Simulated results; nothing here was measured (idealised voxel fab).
Process module, titled voxel released beams
cross-section cut | 220 nm wide | cells 5 nm
Each cross-section below is a grid of square cells, stated as bands in top-down order, with one or more rows of cells making up each band.
Within each band entry, the heights of the top and of the bottom of the band appear first, in that order and in nm; the materials of the band then follow from left to right, each with its corresponding width in nm. The designation "everywhere" on a single material indicates that it fills the band from edge to edge; the designation "blank" indicates empty space.
Heights from 0 (as-received wafer is one material below). Bottom band endless downward, as "0 down".
With a width like "30..40", each row of cells in the band differs from the next by the same amount, the top row carrying the first number and the bottom row the second.
"changes: none" (step): cross-section cells unchanged, all of them.
For the entry "Closed-off voids", the listed items are empty spaces with no open way to the top whose size is 8 cells or more; each item follows the pattern width x height at distance, where distance is from the left edge and all three are in nm.
Past the settings on a step's line: simulator remark, on that step.
"overlay nm" on a masked step: distance the mask lay right of its planned place, negative for left.
[Here's what the planned process steps look like]
| 1 | RECEIVE, material Si |
| 2 | CONFORMAL_DEP, material Al2O3, thk nm 10 |
| 3 | DIRECTIONAL_DEP, material SiO2, thk nm 10 |
| 4 | PATTERN, tone open, mask id ANCHOR, material resist, width nm 35, thk nm 15, overlay nm 0 |
| 5 | DIRECTIONAL_ETCH, etch materials SiO2, depth nm 10 |
| 6 | STRIP, etch materials resist |
| 7 | CONFORMAL_DEP, material polySi, thk nm 15 |
| 8 | DIRECTIONAL_DEP, material aC, thk nm 15 |
| 9 | PATTERN, tone cover, mask id BEAM, material resist, width nm 85, thk nm 30, overlay nm 0 |
| 10 | DIRECTIONAL_ETCH, etch materials aC, depth nm 15 |
| 11 | STRIP, etch materials resist |
| 12 | DIRECTIONAL_ETCH, etch materials polySi, depth nm 15 |
| 13 | STRIP, etch materials aC |
| 14 | STRIP, etch materials SiO2 |
[Delivered wafer in cross-section: state after step 1]
  0 down: Si everywhere
  Closed-off voids: none
[One mistake in running the module, otherwise start and plan as above: cross-section at the end]
  35 to 25: blank=60 / polySi=25 / blank=5 / polySi=65 / blank=65
  25 to 20: blank=60 / polySi=95 / blank=65
  20 to 10: blank=70 / polySi=35 / blank=115
  10 to 0: Al2O3 everywhere
  0 down: Si everywhere
  Closed-off voids: none
Want to know what went wrong? step 9 was processed under conditions differing from the plan, specifically as PATTERN, tone cover, mask id BEAM, material resist, width nm 95, thk nm 30, overlay nm 0
